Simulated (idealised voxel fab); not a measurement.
You're looking at the process module voxel ribs on slabs.
The width of the displayed cross-section, cut, is 185 nm; its cells are square, with a size of 5 nm.
Notation: cross-section as square-cell grid; stated in bands, top first, going down; one or more cell rows per band. Look at the band entry: it leads with the top's height and the bottom's height in nm. Then it lists the materials left to right, with a width in nm for each. The word "everywhere" on a single material says that material fills the band edge to edge. The word "blank" is empty space. Heads up on the height convention: 0 is the point under which the incoming wafer is all one material, and the lowest band has no bottom, it just keeps going down, like "top 0, no bottom". With a width like "30..40", each row of cells in the band differs from the next by the same amount, the top row carrying the first number and the bottom row the second. Any step labelled "nothing different" changed none of the cells in the cross-section. Voids not open to the top, 8 cells minimum: see "Fully enclosed voids". Written width x height at distance; distance is from the left edge; nm. On each step's line, the part that comes after the settings is the simulator's own comment on the step. A step's line can hold "overlay nm"; with a mask on that step, the setting says how far right of the planned place the mask lay, while a negative setting says it lay to the left.

Process steps - plan:
step 1: RECEIVE: material Si
step 2: DIRECTIONAL_DEP: material SiO2, thk nm 25
step 3: DIRECTIONAL_DEP: material polySi, thk nm 15
step 4: PATTERN: tone cover, mask id RIB, material resist, width nm 15, thk nm 20, overlay nm 0
step 5: DIRECTIONAL_ETCH: etch materials polySi, depth nm 5
step 6: STRIP: etch materials resist
step 7: PATTERN: tone cover, mask id SLAB, material resist, width nm 55, thk nm 20, overlay nm 0
step 8: DIRECTIONAL_ETCH: etch materials polySi, depth nm 10
step 9: STRIP: etch materials resist
step 10: FILL_DEP: material SiO2, thk nm 20
step 11: CMP: height nm 50
step 12: DIRECTIONAL_DEP: material TiN, thk nm 5
step 13: PATTERN: tone cover, mask id HEATER, material resist, width nm 25, thk nm 20, overlay nm 0
step 14: DIRECTIONAL_ETCH: etch materials TiN, depth nm 5
step 15: STRIP: etch materials resist
step 16: CONFORMAL_DEP: material SiO2, thk nm 5

So, the first of our two wafers, run just as we planned it:

Delivered wafer in cross-section: state after step 1:
	top 0, no bottom = Si everywhere
	Fully enclosed voids: none

State of the wafer after step 2, shown in cross-section:
	top 25, bottom 0 = SiO2 everywhere
	Below a height of 0, the structure has not been altered.

State of the wafer after step 3, shown in cross-section:
	top 40, bottom 25 = polySi everywhere
	Below a height of 25, the structure has not been altered.

State of the wafer after step 4, shown in cross-section:
	top 60, bottom 40 = blank 85 nm; resist 15 nm; blank 85 nm
	Below a height of 40, the structure has not been altered.

State of the wafer after step 5, shown in cross-section:
	top 60, bottom 40 = blank 85 nm; resist 15 nm; blank 85 nm
	top 40, bottom 35 = blank 85 nm; polySi 15 nm; blank 85 nm
	Below a height of 35, the structure has not been altered.

State of the wafer after step 6, shown in cross-section:
	top 40, bottom 35 = blank 85 nm; polySi 15 nm; blank 85 nm
	Below a height of 35, the structure has not been altered.

State of the wafer after step 7, shown in cross-section:
	top 60, bottom 40 = blank 65 nm; resist 55 nm; blank 65 nm
	top 40, bottom 35 = blank 65 nm; resist 20 nm; polySi 15 nm; resist 20 nm; blank 65 nm
	Below a height of 35, the structure has not been altered.

State of the wafer after step 8, shown in cross-section:
	top 60, bottom 40 = blank 65 nm; resist 55 nm; blank 65 nm
	top 40, bottom 35 = blank 65 nm; resist 20 nm; polySi 15 nm; resist 20 nm; blank 65 nm
	top 35, bottom 25 = blank 65 nm; polySi 55 nm; blank 65 nm
	Below a height of 25, the structure has not been altered.

State of the wafer after step 9, shown in cross-section:
	top 40, bottom 35 = blank 85 nm; polySi 15 nm; blank 85 nm
	Below a height of 35, the structure has not been altered.

State of the wafer after step 10, shown in cross-section:
	top 60, bottom 40 = SiO2 everywhere
	top 40, bottom 35 = SiO2 85 nm; polySi 15 nm; SiO2 85 nm
	top 35, bottom 25 = SiO2 65 nm; polySi 55 nm; SiO2 65 nm
	Below a height of 25, the structure has not been altered.

State of the wafer after step 11, shown in cross-section:
	top 50, bottom 40 = SiO2 everywhere
	Below a height of 40, the structure has not been altered.

State of the wafer after step 12, shown in cross-section:
	top 55, bottom 50 = TiN everywhere
	Below a height of 50, the structure has not been altered.

State of the wafer after step 13, shown in cross-section:
	top 75, bottom 55 = blank 80 nm; resist 25 nm; blank 80 nm
	Below a height of 55, the structure has not been altered.

State of the wafer after step 14, shown in cross-section:
	top 75, bottom 55 = blank 80 nm; resist 25 nm; blank 80 nm
	top 55, bottom 50 = blank 80 nm; TiN 25 nm; blank 80 nm
	Below a height of 50, the structure has not been altered.

State of the wafer after step 15, shown in cross-section:
	top 55, bottom 50 = blank 80 nm; TiN 25 nm; blank 80 nm
	Below a height of 50, the structure has not been altered.

State of the wafer after step 16, shown in cross-section:
	top 60, bottom 55 = blank 75 nm; SiO2 35 nm; blank 75 nm
	top 55, bottom 50 = SiO2 80 nm; TiN 25 nm; SiO2 80 nm
	Below a height of 50, the structure has not been altered.

For the second wafer, take the first wafer's start and plan, then add one mistake made in running it; everything through step 2, that step included, is shared with the first:

Cross-section of the second wafer corresponding to the planned conclusion of step 3:
	top 35, bottom 25 = polySi everywhere
	Below a height of 25, the structure has not been altered.

Cross-section of the second wafer corresponding to the planned conclusion of step 4:
	top 55, bottom 35 = blank 85 nm; resist 15 nm; blank 85 nm
	Below a height of 35, the structure has not been altered.

Cross-section of the second wafer corresponding to the planned conclusion of step 5:
	top 55, bottom 35 = blank 85 nm; resist 15 nm; blank 85 nm
	top 35, bottom 30 = blank 85 nm; polySi 15 nm; blank 85 nm
	Below a height of 30, the structure has not been altered.

Cross-section of the second wafer corresponding to the planned conclusion of step 6:
	top 35, bottom 30 = blank 85 nm; polySi 15 nm; blank 85 nm
	Below a height of 30, the structure has not been altered.

Cross-section of the second wafer corresponding to the planned conclusion of step 7:
	top 55, bottom 35 = blank 65 nm; resist 55 nm; blank 65 nm
	top 35, bottom 30 = blank 65 nm; resist 20 nm; polySi 15 nm; resist 20 nm; blank 65 nm
	Below a height of 30, the structure has not been altered.

Cross-section of the second wafer corresponding to the planned conclusion of step 8:
	top 55, bottom 35 = blank 65 nm; resist 55 nm; blank 65 nm
	top 35, bottom 30 = blank 65 nm; resist 20 nm; polySi 15 nm; resist 20 nm; blank 65 nm
	top 30, bottom 25 = blank 65 nm; polySi 55 nm; blank 65 nm
	Below a height of 25, the structure has not been altered.

Cross-section of the second wafer corresponding to the planned conclusion of step 9:
	top 35, bottom 25 = blank 85..65 nm; polySi 15..55 nm; blank 85..65 nm
	Below a height of 25, the structure has not been altered.

Cross-section of the second wafer corresponding to the planned conclusion of step 10:
	top 55, bottom 35 = SiO2 everywhere
	top 35, bottom 25 = SiO2 85..65 nm; polySi 15..55 nm; SiO2 85..65 nm
	Below a height of 25, the structure has not been altered.

Cross-section of the second wafer corresponding to the planned conclusion of step 11:
	top 50, bottom 35 = SiO2 everywhere
	Below a height of 35, the structure has not been altered.

Cross-section of the second wafer corresponding to the planned conclusion of step 12:
	top 55, bottom 50 = TiN everywhere
	Below a height of 50, the structure has not been altered.

Cross-section of the second wafer corresponding to the planned conclusion of step 13:
	top 75, bottom 55 = blank 80 nm; resist 25 nm; blank 80 nm
	Below a height of 55, the structure has not been altered.

Cross-section of the second wafer corresponding to the planned conclusion of step 14:
	top 75, bottom 55 = blank 80 nm; resist 25 nm; blank 80 nm
	top 55, bottom 50 = blank 80 nm; TiN 25 nm; blank 80 nm
	Below a height of 50, the structure has not been altered.

Cross-section of the second wafer corresponding to the planned conclusion of step 15:
	top 55, bottom 50 = blank 80 nm; TiN 25 nm; blank 80 nm
	Below a height of 50, the structure has not been altered.

Cross-section of the second wafer corresponding to the planned conclusion of step 16:
	top 60, bottom 55 = blank 75 nm; SiO2 35 nm; blank 75 nm
	top 55, bottom 50 = SiO2 80 nm; TiN 25 nm; SiO2 80 nm
	Below a height of 50, the structure has not been altered.
Deviation noted in wafer processing: in deviation from the planned setting, step 3 was conducted as DIRECTIONAL_DEP: material polySi, thk nm 10
Looking at both finished wafers in cells, the second ends up ahead of or behind the first on some materials: SiO2: 11 more; polySi: 11 fewer
